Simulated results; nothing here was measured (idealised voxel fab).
The name of this process module is voxel lift off.
In the cross-section labelled cut, the width is 285 nm and each square cell is 5 nm.
Cross-section, as written here: a square-cell grid given band by band from the top down, where a band holds one or more rows of cells.
A band entry consists of two parts. The first gives the height of the band's top and the height of its bottom, in nm. The rest lists the band's materials from left to right, each with its width in nm. A single material labelled with the word "everywhere" fills the band from edge to edge, and the word "air" marks empty space.
Convention: height 0 is the level below which the wafer, as received, is all one material. The lowest band does not terminate at the bottom but continues downward, represented as "top 0, no bottom".
With a width like "30 to 40", each row of cells in the band differs from the next by the same amount, the top row carrying the first number and the bottom row the second.
Key: "no alterations made" - step with no changed cell in the cross-section.
For the entry "Enclosed internal voids", the listed items are empty spaces with no open way to the top whose size is 8 cells or more; each item follows the pattern width x height at distance, where distance is from the left edge and all three are in nm.
Anything after a step's settings on that line? It's the simulator's own note about the step.
"overlay nm" on a masked step: distance the mask lay right of its planned place, negative for left.

Steps in the process plan:
step 1: op RECEIVE | material Si
step 2: op CONFORMAL_DEP | material Al2O3 | thk nm 10
step 3: op PATTERN | tone open | mask id LINES | material resist | width nm 25 | pitch nm 50 | thk nm 25 | overlay nm 0
step 4: op DIRECTIONAL_DEP | material Ru | thk nm 10
step 5: op STRIP | etch materials resist
step 6: op CONFORMAL_DEP | material SiO2 | thk nm 5

Cross-section, incoming material, after step 1:
	top 0, no bottom: Si everywhere
	Enclosed internal voids: none

The first of the two wafers as seen in cross-section once the module was finished; processing followed the plan:
	top 25, bottom 20: 100 of air  35 of SiO2  15 of air  35 of SiO2  100 of air
	top 20, bottom 15: 100 of air  5 of SiO2  25 of Ru  5 of SiO2  15 of air  5 of SiO2  25 of Ru  5 of SiO2  100 of air
	top 15, bottom 10: 105 of SiO2  25 of Ru  25 of SiO2  25 of Ru  105 of SiO2
	top 10, bottom 0: Al2O3 everywhere
	top 0, no bottom: Si everywhere
	Enclosed internal voids: none

This is the second of the two wafers, cross-sectioned at the end of the module; it started exactly like the first and was given the same plan, but it was run with one mistake:
	top 30, bottom 25: 100 of air  35 of SiO2  15 of air  35 of SiO2  100 of air
	top 25, bottom 20: 100 of air  5 of SiO2  25 of Ru  5 of SiO2  15 of air  5 of SiO2  25 of Ru  5 of SiO2  100 of air
	top 20, bottom 15: 105 of SiO2  25 of Ru  25 of SiO2  25 of Ru  105 of SiO2
	top 15, bottom 0: Al2O3 everywhere
	top 0, no bottom: Si everywhere
	Enclosed internal voids: none
Processing error: so step 2 ended up running with a different setting than we planned, it ran as op CONFORMAL_DEP | material Al2O3 | thk nm 15
Final difference in cells, second wafer against first, listed per material as more or fewer: Al2O3: 57 more
